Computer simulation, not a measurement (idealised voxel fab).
process module | voxel fin reveal
cross-section cut | 230 nm wide | cells 5 nm
A cross-section is a grid of square cells, given in bands from the top down. A band is one or more rows of cells.
Each band's line starts with the height of the band's top and of its bottom, in nm. Then come its materials from left to right, each with its width in nm. One material with "throughout" fills the band from edge to edge. "air" is empty space.
Height 0 is the level under which the wafer as received is all one material. The lowest band goes on downwards, as in "0 down".
A width such as "30 to 40" changes by the same amount from each row of cells to the next, from the band's top row to its bottom row.
"no change" after a step means that no cell of the cross-section changed.
closed voids: empty space of 8 cells or more with no open way to the top, each as width x height at its distance from the left edge, in nm
after a step's settings: what the simulator itself notes on the step
overlay nm, on a step with a mask: how far to the right of its planned place the mask lay; to the left if negative
plan
1 op RECEIVE | material Si
2 op CONFORMAL_DEP | material SiN | thk nm 5
3 op MASKED_ETCH | tone cover | mask id FINS | width nm 15 | pitch nm 35 | etch materials SiN | depth nm 5 | overlay nm 0
4 op MASKED_ETCH | tone cover | mask id FINS | width nm 15 | pitch nm 35 | etch materials Si | depth nm 30 | overlay nm 0
5 op OXIDIZE | depth nm 5
6 op FILL_DEP | material SiO2 | thk nm 5
7 op CMP | height nm 5
8 op SELECTIVE_ETCH | etch materials SiO2 | depth nm 25
9 op STRIP | etch materials SiN
first wafer, as planned
as received, after step 1
  0 down: Si throughout
  closed voids: none
after step 2
  5 to 0: SiN throughout
  below 0: unchanged
after step 3
  5 to 0: air 90 | SiN 15 | air 20 | SiN 15 | air 90
  below 0: unchanged
after step 4
  5 to 0: air 90 | SiN 15 | air 20 | SiN 15 | air 90
  0 to -30: air 90 | Si 15 | air 20 | Si 15 | air 90
  below -30: unchanged
after step 5
  5 to 0: air 90 | SiN 15 | air 20 | SiN 15 | air 90
  0 to -30: air 90 | SiO2 5 | Si 5 | SiO2 5 | air 20 | SiO2 5 | Si 5 | SiO2 5 | air 90
  -30 to -35: SiO2 95 | Si 5 | SiO2 30 | Si 5 | SiO2 95
  below -35: unchanged
after step 6
  10 to 5: SiO2 throughout
  5 to 0: SiO2 90 | SiN 15 | SiO2 20 | SiN 15 | SiO2 90
  0 to -35: SiO2 95 | Si 5 | SiO2 30 | Si 5 | SiO2 95
  below -35: unchanged
after step 7
  5 to 0: SiO2 90 | SiN 15 | SiO2 20 | SiN 15 | SiO2 90
  below 0: unchanged
after step 8
  5 to 0: air 90 | SiN 15 | air 20 | SiN 15 | air 90
  0 to -20: air 95 | Si 5 | air 30 | Si 5 | air 95
  below -20: unchanged
after step 9
  0 to -20: air 95 | Si 5 | air 30 | Si 5 | air 95
  below -20: unchanged
second wafer: like start, like plan, one mistake. Through step 7 it matches the first wafer
when step 8 should have ended
  5 to 0: SiO2 90 | air 15 | SiO2 20 | air 15 | SiO2 90
  below 0: unchanged
when step 9 should have ended
  0 to -20: air 95 | Si 5 | air 30 | Si 5 | air 95
  -20 to -25: SiO2 65 | air 30 | Si 5 | air 30 | Si 5 | air 30 | SiO2 65
  below -25: unchanged
what went wrong: steps 8 and 9 were swapped
at the end the second wafer has, in cells: 18 fewer of SiO2
